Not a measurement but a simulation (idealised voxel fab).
Title: Process Module voxel double patterning
Each square cell in cross-section cut measures 5 nm, and the section as a whole is 180 nm wide.
If you're reading a cross-section in this doc, picture square cells in a grid; it comes to you as bands, top ones listed first down to the bottom, and a band can be one or more rows of cells. Top height, bottom height, nm. Materials left to right, width each, nm. Single material + "all across" = fills band edge to edge. "blank" = empty. Zero point of the height axis is 0; under it, received wafer = one material. Lowest band: continues down indefinitely, "0 -> down". You'd read "30 to 40" like this: the band's top row of cells is as wide as the first number, its bottom row is as wide as the second, and going down, every row changes width by the same amount as the row before did. Where a step carries "no modifications", the cross-section came out of it unchanged, cell for cell. Any empty space of 8 cells or more lacking an open way to the top shows up in "Sealed cavities" as width x height at distance, distance from the left edge, in nm. Post-settings text on a step line: simulator's own remark regarding the step. You can add "overlay nm" to a step's line. For a step with a mask, it describes how far the mask lay to the right of its planned position, and a negative number describes a lay to the left.

The planned process steps are enumerated hereunder
1,RECEIVE (material Si)
2,CONFORMAL_DEP (material SiO2; thk nm 10)
3,DIRECTIONAL_DEP (material polySi; thk nm 20)
4,DIRECTIONAL_DEP (material SiN; thk nm 5)
5,DIRECTIONAL_DEP (material aC; thk nm 10)
6,PATTERN (tone open; mask id FIRST; material resist; width nm 15; pitch nm 50; thk nm 25; overlay nm 0)
7,DIRECTIONAL_ETCH (etch materials aC; depth nm 10)
8,STRIP (etch materials resist)
9,DIRECTIONAL_ETCH (etch materials SiN; depth nm 5)
10,STRIP (etch materials aC)
11,DIRECTIONAL_DEP (material aC; thk nm 15)
12,PATTERN (tone open; mask id SECOND; material resist; width nm 15; pitch nm 50; thk nm 30; overlay nm 0)
13,DIRECTIONAL_ETCH (etch materials aC; depth nm 15)
14,STRIP (etch materials resist)
15,DIRECTIONAL_ETCH (etch materials SiN; depth nm 5)
16,STRIP (etch materials aC)
17,DIRECTIONAL_ETCH (etch materials polySi; depth nm 20)
18,STRIP (etch materials SiN)

First wafer out of two, processed as planned

Delivered wafer in cross-section: state after step 1
> 0 -> down = Si all across
> Sealed cavities: none

After step 2: wafer cross-section
> 10 -> 0 = SiO2 all across
> Rest of section, below 0: as before.

After step 3: wafer cross-section
> 30 -> 10 = polySi all across
> Rest of section, below 10: as before.

After step 4: wafer cross-section
> 35 -> 30 = SiN all across
> Rest of section, below 30: as before.

After step 5: wafer cross-section
> 45 -> 35 = aC all across
> Rest of section, below 35: as before.

After step 6: wafer cross-section
> 70 -> 45 = 30 nm resist  15 nm blank  35 nm resist  15 nm blank  35 nm resist  15 nm blank  35 nm resist
> Rest of section, below 45: as before.

After step 7: wafer cross-section
> 60 -> 45 = 30 nm resist  15 nm blank  35 nm resist  15 nm blank  35 nm resist  15 nm blank  35 nm resist
> 45 -> 35 = 30 nm aC  15 nm blank  35 nm aC  15 nm blank  35 nm aC  15 nm blank  35 nm aC
> Rest of section, below 35: as before.

After step 8: wafer cross-section
> 45 -> 35 = 30 nm aC  15 nm blank  35 nm aC  15 nm blank  35 nm aC  15 nm blank  35 nm aC
> Rest of section, below 35: as before.

After step 9: wafer cross-section
> 45 -> 35 = 30 nm aC  15 nm blank  35 nm aC  15 nm blank  35 nm aC  15 nm blank  35 nm aC
> 35 -> 30 = 30 nm SiN  15 nm blank  35 nm SiN  15 nm blank  35 nm SiN  15 nm blank  35 nm SiN
> Rest of section, below 30: as before.

After step 10: wafer cross-section
> 35 -> 30 = 30 nm SiN  15 nm blank  35 nm SiN  15 nm blank  35 nm SiN  15 nm blank  35 nm SiN
> Rest of section, below 30: as before.

After step 11: wafer cross-section
> 50 -> 45 = 30 nm aC  15 nm blank  35 nm aC  15 nm blank  35 nm aC  15 nm blank  35 nm aC
> 45 -> 35 = aC all across
> 35 -> 30 = 30 nm SiN  15 nm aC  35 nm SiN  15 nm aC  35 nm SiN  15 nm aC  35 nm SiN
> Rest of section, below 30: as before.

After step 12: wafer cross-section
> 80 -> 50 = 55 nm resist  15 nm blank  35 nm resist  15 nm blank  60 nm resist
> 50 -> 45 = 30 nm aC  15 nm resist  35 nm aC  15 nm resist  35 nm aC  15 nm resist  35 nm aC
> Rest of section, below 45: as before.

After step 13: wafer cross-section
> 65 -> 50 = 55 nm resist  15 nm blank  35 nm resist  15 nm blank  60 nm resist
> 50 -> 45 = 30 nm aC  15 nm resist  10 nm aC  15 nm blank  10 nm aC  15 nm resist  10 nm aC  15 nm blank  10 nm aC  15 nm resist  35 nm aC
> 45 -> 35 = 55 nm aC  15 nm blank  35 nm aC  15 nm blank  60 nm aC
> Rest of section, below 35: as before.

After step 14: wafer cross-section
> 50 -> 45 = 30 nm aC  15 nm blank  10 nm aC  15 nm blank  10 nm aC  15 nm blank  10 nm aC  15 nm blank  10 nm aC  15 nm blank  35 nm aC
> Rest of section, below 45: as before.

After step 15: wafer cross-section
> 50 -> 45 = 30 nm aC  15 nm blank  10 nm aC  15 nm blank  10 nm aC  15 nm blank  10 nm aC  15 nm blank  10 nm aC  15 nm blank  35 nm aC
> 45 -> 35 = 55 nm aC  15 nm blank  35 nm aC  15 nm blank  60 nm aC
> 35 -> 30 = 30 nm SiN  15 nm aC  10 nm SiN  15 nm blank  10 nm SiN  15 nm aC  10 nm SiN  15 nm blank  10 nm SiN  15 nm aC  35 nm SiN
> Rest of section, below 30: as before.

After step 16: wafer cross-section
> 35 -> 30 = 30 nm SiN  15 nm blank  10 nm SiN  15 nm blank  10 nm SiN  15 nm blank  10 nm SiN  15 nm blank  10 nm SiN  15 nm blank  35 nm SiN
> Rest of section, below 30: as before.

After step 17: wafer cross-section
> 35 -> 30 = 30 nm SiN  15 nm blank  10 nm SiN  15 nm blank  10 nm SiN  15 nm blank  10 nm SiN  15 nm blank  10 nm SiN  15 nm blank  35 nm SiN
> 30 -> 10 = 30 nm polySi  15 nm blank  10 nm polySi  15 nm blank  10 nm polySi  15 nm blank  10 nm polySi  15 nm blank  10 nm polySi  15 nm blank  35 nm polySi
> Rest of section, below 10: as before.

After step 18: wafer cross-section
> 30 -> 10 = 30 nm polySi  15 nm blank  10 nm polySi  15 nm blank  10 nm polySi  15 nm blank  10 nm polySi  15 nm blank  10 nm polySi  15 nm blank  35 nm polySi
> Rest of section, below 10: as before.

Wafer two. Identical start, identical plan. One mistake in execution. Identical history through step 5

Planned end of step 6: second wafer, cross-section
> 70 -> 45 = 30 nm blank  15 nm resist  35 nm blank  15 nm resist  35 nm blank  15 nm resist  35 nm blank
> Rest of section, below 45: as before.

Planned end of step 7: second wafer, cross-section
> 60 -> 45 = 30 nm blank  15 nm resist  35 nm blank  15 nm resist  35 nm blank  15 nm resist  35 nm blank
> 45 -> 35 = 30 nm blank  15 nm aC  35 nm blank  15 nm aC  35 nm blank  15 nm aC  35 nm blank
> Rest of section, below 35: as before.

Planned end of step 8: second wafer, cross-section
> 45 -> 35 = 30 nm blank  15 nm aC  35 nm blank  15 nm aC  35 nm blank  15 nm aC  35 nm blank
> Rest of section, below 35: as before.

Planned end of step 9: second wafer, cross-section
> 45 -> 35 = 30 nm blank  15 nm aC  35 nm blank  15 nm aC  35 nm blank  15 nm aC  35 nm blank
> 35 -> 30 = 30 nm blank  15 nm SiN  35 nm blank  15 nm SiN  35 nm blank  15 nm SiN  35 nm blank
> Rest of section, below 30: as before.

Planned end of step 10: second wafer, cross-section
> 35 -> 30 = 30 nm blank  15 nm SiN  35 nm blank  15 nm SiN  35 nm blank  15 nm SiN  35 nm blank
> Rest of section, below 30: as before.

Planned end of step 11: second wafer, cross-section
> 50 -> 45 = 30 nm blank  15 nm aC  35 nm blank  15 nm aC  35 nm blank  15 nm aC  35 nm blank
> 45 -> 35 = aC all across
> 35 -> 30 = 30 nm aC  15 nm SiN  35 nm aC  15 nm SiN  35 nm aC  15 nm SiN  35 nm aC
> Rest of section, below 30: as before.

Planned end of step 12: second wafer, cross-section
> 80 -> 50 = 55 nm resist  15 nm blank  35 nm resist  15 nm blank  60 nm resist
> 50 -> 45 = 30 nm resist  15 nm aC  10 nm resist  15 nm blank  10 nm resist  15 nm aC  10 nm resist  15 nm blank  10 nm resist  15 nm aC  35 nm resist
> Rest of section, below 45: as before.

Planned end of step 13: second wafer, cross-section
> 65 -> 50 = 55 nm resist  15 nm blank  35 nm resist  15 nm blank  60 nm resist
> 50 -> 45 = 30 nm resist  15 nm aC  10 nm resist  15 nm blank  10 nm resist  15 nm aC  10 nm resist  15 nm blank  10 nm resist  15 nm aC  35 nm resist
> 45 -> 35 = 55 nm aC  15 nm blank  35 nm aC  15 nm blank  60 nm aC
> 35 -> 30 = 30 nm aC  15 nm SiN  10 nm aC  15 nm blank  10 nm aC  15 nm SiN  10 nm aC  15 nm blank  10 nm aC  15 nm SiN  35 nm aC
> Rest of section, below 30: as before.

Planned end of step 14: second wafer, cross-section
> 50 -> 45 = 30 nm blank  15 nm aC  35 nm blank  15 nm aC  35 nm blank  15 nm aC  35 nm blank
> Rest of section, below 45: as before.

Planned end of step 15: second wafer, cross-section: no modifications

Planned end of step 16: second wafer, cross-section
> 35 -> 30 = 30 nm blank  15 nm SiN  35 nm blank  15 nm SiN  35 nm blank  15 nm SiN  35 nm blank
> Rest of section, below 30: as before.

Planned end of step 17: second wafer, cross-section
> 35 -> 30 = 30 nm blank  15 nm SiN  35 nm blank  15 nm SiN  35 nm blank  15 nm SiN  35 nm blank
> 30 -> 10 = 30 nm blank  15 nm polySi  35 nm blank  15 nm polySi  35 nm blank  15 nm polySi  35 nm blank
> Rest of section, below 10: as before.

Planned end of step 18: second wafer, cross-section
> 30 -> 10 = 30 nm blank  15 nm polySi  35 nm blank  15 nm polySi  35 nm blank  15 nm polySi  35 nm blank
> Rest of section, below 10: as before.
What went wrong in running the wafer? it should be noted that step 6 was executed with settings other than those planned, the operation and settings actually applied being PATTERN (tone cover; mask id FIRST; material resist; width nm 15; pitch nm 50; thk nm 25; overlay nm 0)
Looking at both finished wafers in cells, the second ends up ahead of or behind the first on some materials: polySi -48
